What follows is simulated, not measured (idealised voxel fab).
Process module, titled voxel wiring stack
The cross-section shown here is cut; it is 205 nm wide and divided into square cells measuring 5 nm on a side.
Cross-section = grid of square cells, listed top down in bands; band = one or more rows.
Basically the band line says how high the top is and how high the bottom is, in nm, and then what's in it from left to right, every material with its width in nm. Empty space shows up as "blank", and if a single material carries "throughout" it runs the full band edge to edge.
Height reference: 0 = level under which incoming wafer is all one material. Lowest band: no bottom, runs on downward, e.g. "0 and below".
Graded width ("30..40"): value in top row of band = first number; value in bottom row = second number; row-to-row change constant.
Given "remained the same" for a step, no cell of the cross-section differs between before and after that step.
Entry "Entrapped voids" = empty spaces >= 8 cells with no open way to the top; each as width x height at distance, distance from left edge, all nm.
It should be noted that, on the line of a given step, the content following the step's settings is a remark produced by the simulator itself with respect to that step.
overlay nm: mask right of planned place by this much (step with mask). Neg. = left.

**Process steps (planned)**
- 1: RECEIVE | material Si
- 2: CONFORMAL_DEP | material SiO2 | thk nm 15
- 3: DIRECTIONAL_DEP | material TiN | thk nm 5
- 4: DIRECTIONAL_DEP | material W | thk nm 15
- 5: MASKED_ETCH | tone cover | mask id METAL_1 | width nm 30 | pitch nm 60 | etch materials W | depth nm 15 | overlay nm 0
- 6: MASKED_ETCH | tone cover | mask id METAL_1 | width nm 30 | pitch nm 60 | etch materials TiN | depth nm 5 | overlay nm 0
- 7: CONFORMAL_DEP | material SiN | thk nm 5
- 8: FILL_DEP | material lowk | thk nm 10
- 9: CMP | height nm 35
- 10: CONFORMAL_DEP | material SiCN | thk nm 5
- 11: DIRECTIONAL_DEP | material SiO2 | thk nm 20
- 12: DIRECTIONAL_DEP | material aC | thk nm 10
- 13: PATTERN | tone open | mask id PLUG_1 | material resist | width nm 15 | pitch nm 60 | thk nm 25 | overlay nm 0
- 14: DIRECTIONAL_ETCH | etch materials aC | depth nm 10
- 15: STRIP | etch materials resist
- 16: DIRECTIONAL_ETCH | etch materials SiO2 | depth nm 20
- 17: DIRECTIONAL_ETCH | etch materials SiCN | depth nm 5
- 18: STRIP | etch materials aC
- 19: EPI | material Ru | thk nm 10
- 20: EPI | material Ru | thk nm 10
- 21: EPI | material Ru | thk nm 5
- 22: DIRECTIONAL_DEP | material TiN | thk nm 5
- 23: DIRECTIONAL_DEP | material Ru | thk nm 15
- 24: PATTERN | tone cover | mask id METAL_2 | material resist | width nm 30 | pitch nm 60 | thk nm 20 | overlay nm 0
- 25: DIRECTIONAL_ETCH | etch materials Ru | depth nm 15
- 26: DIRECTIONAL_ETCH | etch materials TiN | depth nm 5
- 27: STRIP | etch materials resist
- 28: CONFORMAL_DEP | material SiCN | thk nm 5
- 29: FILL_DEP | material lowk | thk nm 5
- 30: CMP | height nm 80
- 31: CONFORMAL_DEP | material SiCN | thk nm 5

**Wafer cross-section on receipt, i.e. after step 1**
    0 and below  Si throughout
    Entrapped voids: none

**First of two wafers: cross-section at end of module, run per plan**
    85 down to 80  SiCN throughout
    80 down to 65  20 lowk | 5 SiCN | 30 Ru | 5 SiCN | 20 lowk | 5 SiCN | 30 Ru | 5 SiCN | 20 lowk | 5 SiCN | 30 Ru | 5 SiCN | 25 lowk
    65 down to 60  25 SiCN | 30 TiN | 30 SiCN | 30 TiN | 30 SiCN | 30 TiN | 30 SiCN
    60 down to 40  25 SiO2 | 15 Ru | 45 SiO2 | 15 Ru | 45 SiO2 | 15 Ru | 45 SiO2
    40 down to 35  25 SiCN | 15 Ru | 45 SiCN | 15 Ru | 45 SiCN | 15 Ru | 45 SiCN
    35 down to 20  20 lowk | 5 SiN | 30 W | 5 SiN | 20 lowk | 5 SiN | 30 W | 5 SiN | 20 lowk | 5 SiN | 30 W | 5 SiN | 25 lowk
    20 down to 15  25 SiN | 30 TiN | 30 SiN | 30 TiN | 30 SiN | 30 TiN | 30 SiN
    15 down to 0  SiO2 throughout
    0 and below  Si throughout
    Entrapped voids: none

**Wafer two, sectioned after the module: the first wafer's start, the first wafer's plan, and one mistake in how it was run**
    85 down to 80  SiCN throughout
    80 down to 75  25 SiCN | 30 TiN | 30 SiCN | 30 TiN | 30 SiCN | 30 TiN | 30 SiCN
    75 down to 60  Ru throughout
    60 down to 40  25 SiO2 | 15 Ru | 45 SiO2 | 15 Ru | 45 SiO2 | 15 Ru | 45 SiO2
    40 down to 35  25 SiCN | 15 Ru | 45 SiCN | 15 Ru | 45 SiCN | 15 Ru | 45 SiCN
    35 down to 20  20 lowk | 5 SiN | 30 W | 5 SiN | 20 lowk | 5 SiN | 30 W | 5 SiN | 20 lowk | 5 SiN | 30 W | 5 SiN | 25 lowk
    20 down to 15  25 SiN | 30 TiN | 30 SiN | 30 TiN | 30 SiN | 30 TiN | 30 SiN
    15 down to 0  SiO2 throughout
    0 and below  Si throughout
    Entrapped voids: none
What broke from the plan during processing? steps 22 and 23 were swapped
The final cell counts differ between the wafers, with the second having more or fewer of some materials than the first: +69 Ru | -18 SiCN | -51 lowk
